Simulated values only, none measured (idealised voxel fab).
This section sets out a process module, namely voxel transistor to metal.
Shown is cross-section cut, with a width of 300 nm and square cells of size 5 nm.
Notation: cross-section as square-cell grid; stated in bands, top first, going down; one or more cell rows per band. Read a band's entry like this: the first values are the height of its top and the height of its bottom in nm, and what follows is the sequence of materials from left to right, each with its width in nm. Note that "air" is empty space, and that a single material marked "full width" reaches across the band from edge to edge. It should be noted that heights are counted from 0, beneath which the wafer as supplied is of one material throughout, and that the lowest band possesses no lower boundary but continues downward, as written in "0 down". Width "30 to 40": first value at the band's top row of cells, second value at its bottom row, equal change from row to row. A step reported as "changes: none" is a step in which no cell of the cross-section changed. "Voids, fully enclosed" contains a list of empty spaces, each no smaller than 8 cells and without an open way to the top, written in the form width x height at distance with the distance from the left edge and all three in nm. Anything after a step's settings on that line? It's the simulator's own note about the step. overlay nm, on a step with a mask: how far to the right of its planned place the mask lay; to the left if negative.
plan:
1 RECEIVE: material Si
2 CONFORMAL_DEP: material SiO2, thk nm 5
3 CONFORMAL_DEP: material SiN, thk nm 10
4 DIRECTIONAL_DEP: material aC, thk nm 15
5 PATTERN: tone cover, mask id ACTIVE, material resist, width nm 120, pitch nm 140, thk nm 30, overlay nm 0
6 DIRECTIONAL_ETCH: etch materials aC, depth nm 15
7 STRIP: etch materials resist
8 DIRECTIONAL_ETCH: etch materials SiN, depth nm 10
9 DIRECTIONAL_ETCH: etch materials SiO2, depth nm 5
10 DIRECTIONAL_ETCH: etch materials Si, depth nm 20
11 STRIP: etch materials aC
12 OXIDIZE: depth nm 5
13 FILL_DEP: material SiO2, thk nm 10
14 CMP: height nm 15
15 SELECTIVE_ETCH: etch materials SiO2, depth nm 10
16 STRIP: etch materials SiN
17 SELECTIVE_ETCH: etch materials SiO2, depth nm 5
18 OXIDIZE: depth nm 5
19 DIRECTIONAL_DEP: material polySi, thk nm 25
20 DIRECTIONAL_DEP: material SiCN, thk nm 15
21 PATTERN: tone cover, mask id GATE, material resist, width nm 30, pitch nm 140, thk nm 15, overlay nm 0
22 DIRECTIONAL_ETCH: etch materials SiCN, depth nm 25
23 DIRECTIONAL_ETCH: etch materials polySi, depth nm 35
24 STRIP: etch materials resist
25 CONFORMAL_DEP: material SiN, thk nm 5
26 DIRECTIONAL_ETCH: etch materials SiN, depth nm 5
27 DIRECTIONAL_ETCH: etch materials SiO2, depth nm 5
28 DIRECTIONAL_ETCH: etch materials Si, depth nm 5
29 EPI: material nSi, thk nm 10
30 FILL_DEP: material SiO2, thk nm 10
31 CMP: height nm 25
32 STRIP: etch materials polySi
33 SELECTIVE_ETCH: etch materials SiO2, depth nm 5
34 CONFORMAL_DEP: material HfO2, thk nm 5
35 CONFORMAL_DEP: material TiN, thk nm 5
36 FILL_DEP: material W, thk nm 10
37 CMP: height nm 20
38 DIRECTIONAL_DEP: material SiO2, thk nm 10
39 DIRECTIONAL_DEP: material aC, thk nm 10
40 PATTERN: tone open, mask id CONTACT, material resist, width nm 20, thk nm 30, overlay nm 0
41 DIRECTIONAL_ETCH: etch materials aC, depth nm 10
42 STRIP: etch materials resist
43 DIRECTIONAL_ETCH: etch materials SiO2, depth nm 30
44 STRIP: etch materials aC
45 CONFORMAL_DEP: material TiN, thk nm 5
46 FILL_DEP: material W, thk nm 10
47 CMP: height nm 30
48 CONFORMAL_DEP: material SiN, thk nm 5
49 DIRECTIONAL_DEP: material SiO2, thk nm 15
50 PATTERN: tone open, mask id METAL_1, material resist, width nm 20, thk nm 15, overlay nm 0
51 DIRECTIONAL_ETCH: etch materials SiO2, depth nm 15
52 DIRECTIONAL_ETCH: etch materials SiN, depth nm 5
53 STRIP: etch materials resist
54 CONFORMAL_DEP: material TiN, thk nm 5
55 FILL_DEP: material Ru, thk nm 5
56 CMP: height nm 50
57 EPI: material Ru, thk nm 5
58 FILL_DEP: material SiCN, thk nm 5
59 DIRECTIONAL_DEP: material SiO2, thk nm 30
60 DIRECTIONAL_DEP: material aC, thk nm 10
61 PATTERN: tone open, mask id METAL_2, material resist, width nm 20, pitch nm 140, thk nm 30, overlay nm 0
62 DIRECTIONAL_ETCH: etch materials aC, depth nm 10
63 STRIP: etch materials resist
64 DIRECTIONAL_ETCH: etch materials SiO2, depth nm 15
65 STRIP: etch materials aC
66 MASKED_ETCH: tone open, mask id METAL_2_HOLES, width nm 15, pitch nm 140, etch materials SiO2, depth nm 15, overlay nm 0
67 MASKED_ETCH: tone open, mask id METAL_2_HOLES, width nm 15, pitch nm 140, etch materials SiCN, depth nm 5, overlay nm 0
68 CONFORMAL_DEP: material TiN, thk nm 5
69 FILL_DEP: material Cu, thk nm 5
70 CMP: height nm 90
71 CONFORMAL_DEP: material SiN, thk nm 5
Step 1 complete: cross-section of the wafer as received:
> 0 down  Si full width
> Voids, fully enclosed: none
Cross-section, end of module. Start: as above. Plan: as above. Execution: one mistake:
> 95 to 90  SiN full width
> 90 to 80  SiO2 30 nm; TiN 5 nm; Cu 15 nm; TiN 5 nm; SiO2 115 nm; TiN 5 nm; Cu 15 nm; TiN 5 nm; SiO2 105 nm
> 80 to 75  SiO2 30 nm; TiN 25 nm; SiO2 115 nm; TiN 25 nm; SiO2 105 nm
> 75 to 60  SiO2 40 nm; TiN 10 nm; SiO2 130 nm; TiN 10 nm; SiO2 110 nm
> 60 to 55  SiCN 40 nm; TiN 5 nm; SiCN 135 nm; TiN 5 nm; SiCN 115 nm
> 55 to 50  SiCN 25 nm; Ru 30 nm; SiCN 50 nm; Ru 30 nm; SiCN 30 nm; Ru 30 nm; SiCN 50 nm; Ru 30 nm; SiCN 25 nm
> 50 to 35  SiO2 30 nm; TiN 5 nm; Ru 10 nm; TiN 5 nm; SiO2 60 nm; TiN 5 nm; Ru 10 nm; TiN 5 nm; SiO2 40 nm; TiN 5 nm; Ru 10 nm; TiN 5 nm; SiO2 60 nm; TiN 5 nm; Ru 10 nm; TiN 5 nm; SiO2 30 nm
> 35 to 30  SiN 30 nm; TiN 20 nm; SiN 60 nm; TiN 20 nm; SiN 40 nm; TiN 20 nm; SiN 60 nm; TiN 20 nm; SiN 30 nm
> 30 to 20  SiO2 30 nm; TiN 5 nm; W 10 nm; TiN 5 nm; SiO2 60 nm; TiN 5 nm; W 10 nm; TiN 5 nm; SiO2 40 nm; TiN 5 nm; W 10 nm; TiN 5 nm; SiO2 60 nm; TiN 5 nm; W 10 nm; TiN 5 nm; SiO2 30 nm
> 20 to 5  SiO2 30 nm; TiN 5 nm; W 10 nm; TiN 5 nm; SiO2 10 nm; SiN 5 nm; HfO2 5 nm; TiN 5 nm; W 10 nm; TiN 5 nm; HfO2 5 nm; SiN 5 nm; SiO2 10 nm; TiN 5 nm; W 10 nm; TiN 5 nm; SiO2 40 nm; TiN 5 nm; W 10 nm; TiN 5 nm; SiO2 10 nm; SiN 5 nm; HfO2 5 nm; TiN 5 nm; W 10 nm; TiN 5 nm; HfO2 5 nm; SiN 5 nm; SiO2 10 nm; TiN 5 nm; W 10 nm; TiN 5 nm; SiO2 30 nm
> 5 to 0  SiO2 30 nm; TiN 20 nm; nSi 10 nm; SiN 5 nm; HfO2 5 nm; TiN 20 nm; HfO2 5 nm; SiN 5 nm; nSi 10 nm; TiN 20 nm; SiO2 40 nm; TiN 20 nm; nSi 10 nm; SiN 5 nm; HfO2 5 nm; TiN 20 nm; HfO2 5 nm; SiN 5 nm; nSi 10 nm; TiN 20 nm; SiO2 30 nm
> 0 to -5  SiO2 20 nm; nSi 40 nm; HfO2 40 nm; nSi 40 nm; SiO2 20 nm; nSi 40 nm; HfO2 40 nm; nSi 40 nm; SiO2 20 nm
> -5 to -10  SiO2 25 nm; nSi 35 nm; Si 40 nm; nSi 35 nm; SiO2 30 nm; nSi 35 nm; Si 40 nm; nSi 35 nm; SiO2 25 nm
> -10 to -25  SiO2 25 nm; Si 110 nm; SiO2 30 nm; Si 110 nm; SiO2 25 nm
> -25 down  Si full width
> Voids, fully enclosed: none
Short version of what went wrong: step 66 did not happen as planned, as run it was MASKED_ETCH: tone open, mask id METAL_2_HOLES, width nm 15, pitch nm 140, etch materials SiO2, depth nm 15, overlay nm 10
